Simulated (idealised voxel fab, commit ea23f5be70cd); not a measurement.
Presented below is a process module, voxel transistor to metal.
It is cross-section cut that appears here, measuring 180 nm in width, its square cells being 5 nm in size.
The cross-sections in this document take the form of a grid made of square cells. They are written out as bands, in order from top to bottom. Each band consists of one or more rows of cells. Within each band entry, the heights of the top and of the bottom of the band appear first, in that order and in nm; the materials of the band then follow from left to right, each with its corresponding width in nm. The designation "edge to edge" on a single material indicates that it fills the band from edge to edge; the designation "empty" indicates empty space. For the purposes of this specification, 0 denotes the height below which the wafer in its as-received condition is composed wholly of one material, and the lowermost band, lacking a lower limit, extends downward without end, as expressed in "0..down". A width such as "30->40" changes by the same amount from each row of cells to the next, from the band's top row to its bottom row. "all unchanged", as given for a step, is the statement that not any cell of the cross-section underwent a change during that step. The entry "Closed-off voids" lists the empty spaces that cover at least 8 cells and have no open path to the top. Each is written as width x height at distance, where the distance is measured from the left edge and all three values are in nm. Note: text after step settings on the step line = simulator remark on that step. overlay nm: on a step with a mask, how far right of its planned place the mask lay; negative means left.

INTENDED PROCESS STEPS
1 RECEIVE [material Si]
2 OXIDIZE [depth nm 5]
3 CONFORMAL_DEP [material SiN] [thk nm 15]
4 DIRECTIONAL_DEP [material aC] [thk nm 15]
5 PATTERN [tone cover] [mask id ACTIVE] [material resist] [width nm 95] [thk nm 35] [overlay nm 0]
6 DIRECTIONAL_ETCH [etch materials aC] [depth nm 15]
7 STRIP [etch materials resist]
8 DIRECTIONAL_ETCH [etch materials SiN] [depth nm 15]
9 DIRECTIONAL_ETCH [etch materials SiO2] [depth nm 5]
10 DIRECTIONAL_ETCH [etch materials Si] [depth nm 20]
11 STRIP [etch materials aC]
12 OXIDIZE [depth nm 5]
13 FILL_DEP [material SiO2] [thk nm 15]
14 CMP [height nm 15]
15 SELECTIVE_ETCH [etch materials SiO2] [depth nm 5]
16 STRIP [etch materials SiN]
17 SELECTIVE_ETCH [etch materials SiO2] [depth nm 5]
18 OXIDIZE [depth nm 5]
19 DIRECTIONAL_DEP [material polySi] [thk nm 20]
20 DIRECTIONAL_DEP [material SiCN] [thk nm 15]
21 DIRECTIONAL_DEP [material aC] [thk nm 10]
22 PATTERN [tone cover] [mask id GATE] [material resist] [width nm 15] [thk nm 30] [overlay nm 0]
23 DIRECTIONAL_ETCH [etch materials aC] [depth nm 10]
24 STRIP [etch materials resist]
25 DIRECTIONAL_ETCH [etch materials SiCN] [depth nm 25]
26 DIRECTIONAL_ETCH [etch materials polySi] [depth nm 30]
27 STRIP [etch materials aC]
28 CONFORMAL_DEP [material SiO2] [thk nm 5]
29 DIRECTIONAL_ETCH [etch materials SiO2] [depth nm 5]
30 CONFORMAL_DEP [material SiN] [thk nm 5]
31 DIRECTIONAL_ETCH [etch materials SiN] [depth nm 5]
32 DIRECTIONAL_ETCH [etch materials SiO2] [depth nm 5]
33 DIRECTIONAL_ETCH [etch materials Si] [depth nm 10]
34 EPI [material SiGe] [thk nm 10]
35 FILL_DEP [material SiO2] [thk nm 10]
36 CMP [height nm 30]
37 DIRECTIONAL_DEP [material SiO2] [thk nm 10]
38 DIRECTIONAL_DEP [material aC] [thk nm 10]
39 PATTERN [tone open] [mask id CONTACT] [material resist] [width nm 30] [pitch nm 55] [thk nm 25] [overlay nm 0]
40 DIRECTIONAL_ETCH [etch materials aC] [depth nm 10]
41 STRIP [etch materials resist]
42 DIRECTIONAL_ETCH [etch materials SiO2] [depth nm 50]
43 STRIP [etch materials aC]
44 CONFORMAL_DEP [material TiN] [thk nm 5]
45 FILL_DEP [material Ru] [thk nm 10]
46 CMP [height nm 40]
47 CONFORMAL_DEP [material SiN] [thk nm 5]
48 DIRECTIONAL_DEP [material lowk] [thk nm 20]
49 PATTERN [tone open] [mask id METAL_1] [material resist] [width nm 15] [pitch nm 70] [thk nm 20] [overlay nm 0]
50 DIRECTIONAL_ETCH [etch materials lowk] [depth nm 20]
51 DIRECTIONAL_ETCH [etch materials SiN] [depth nm 5]
52 STRIP [etch materials resist]
53 CONFORMAL_DEP [material TiN] [thk nm 5]
54 FILL_DEP [material Ru] [thk nm 5]
55 CMP [height nm 65]
56 EPI [material Ru] [thk nm 5]
57 FILL_DEP [material SiCN] [thk nm 5]
58 DIRECTIONAL_DEP [material lowk] [thk nm 30]
59 DIRECTIONAL_DEP [material aC] [thk nm 15]
60 PATTERN [tone open] [mask id METAL_2] [material resist] [width nm 15] [pitch nm 70] [thk nm 35] [overlay nm 0]
61 DIRECTIONAL_ETCH [etch materials aC] [depth nm 15]
62 STRIP [etch materials resist]
63 DIRECTIONAL_ETCH [etch materials lowk] [depth nm 15]
64 STRIP [etch materials aC]
65 DIRECTIONAL_DEP [material aC] [thk nm 10]
66 PATTERN [tone open] [mask id METAL_2_HOLES] [material resist] [width nm 15] [pitch nm 70] [thk nm 30] [overlay nm 0]
67 DIRECTIONAL_ETCH [etch materials aC] [depth nm 10]
68 STRIP [etch materials resist]
69 DIRECTIONAL_ETCH [etch materials lowk] [depth nm 15]
70 DIRECTIONAL_ETCH [etch materials SiCN] [depth nm 5]
71 STRIP [etch materials aC]
72 CONFORMAL_DEP [material TiN] [thk nm 5]
73 FILL_DEP [material Cu] [thk nm 5]
74 CMP [height nm 105]
75 CONFORMAL_DEP [material SiCN] [thk nm 5]

CROSS-SECTION OF THE WAFER UPON ARRIVAL, REPRESENTING THE STATE REACHED AFTER STEP 1
  0..down: Si edge to edge
  Closed-off voids: none

A WAFER AT THE END: THIS START, THIS PLAN, ONE MISTAKE
  110..105: SiCN edge to edge
  105..75: lowk: 45, TiN: 5, Cu: 5, TiN: 5, lowk: 55, TiN: 5, Cu: 5, TiN: 5, lowk: 50
  75..70: SiCN: 45, TiN: 15, SiCN: 55, TiN: 15, SiCN: 50
  70..60: Ru edge to edge
  60..55: TiN: 50, Ru: 5, TiN: 65, Ru: 5, TiN: 55
  55..45: lowk: 45, TiN: 5, Ru: 5, TiN: 5, lowk: 55, TiN: 5, Ru: 5, TiN: 5, lowk: 50
  45..40: SiN: 45, TiN: 15, SiN: 55, TiN: 15, SiN: 50
  40..30: SiO2: 45, TiN: 5, Ru: 20->15, TiN: 5->10, SiO2: 25, TiN: 5->10, Ru: 20->15, TiN: 5, SiO2: 50
  30..15: SiO2: 45, TiN: 5, Ru: 15, TiN: 5, SiN: 5, SiO2: 5, SiCN: 15, SiO2: 5, SiN: 5, TiN: 5, Ru: 15, TiN: 5, SiO2: 50
  15..5: SiO2: 45, TiN: 5, Ru: 15, TiN: 5, SiN: 5, SiO2: 5, polySi: 15, SiO2: 5, SiN: 5, TiN: 5, Ru: 15, TiN: 5, SiO2: 50
  5..0: SiO2: 40, SiN: 5, TiN: 5, Ru: 5, TiN: 15, SiN: 5, SiO2: 5, polySi: 15, SiO2: 5, SiN: 5, TiN: 15, Ru: 5, TiN: 5, SiN: 5, SiO2: 45
  0..-5: SiO2: 40, SiN: 5, TiN: 5, Ru: 5, TiN: 5, SiGe: 10, SiN: 5, SiO2: 5, polySi: 15, SiO2: 5, SiN: 5, SiGe: 10, TiN: 5, Ru: 5, TiN: 5, SiN: 5, SiO2: 45
  -5..-10: SiO2: 45, TiN: 15, SiGe: 10, SiO2: 35, SiGe: 10, TiN: 15, SiO2: 50
  -10..-20: SiO2: 45, SiGe: 25, Si: 35, SiGe: 25, SiO2: 50
  -20..-30: SiO2: 45, Si: 85, SiO2: 50
  -30..down: Si edge to edge
  Closed-off voids: none
Heads up, the wafer didn't run the way we planned it: step 48 did not use the planned setting and instead ran as DIRECTIONAL_DEP [material lowk] [thk nm 10]
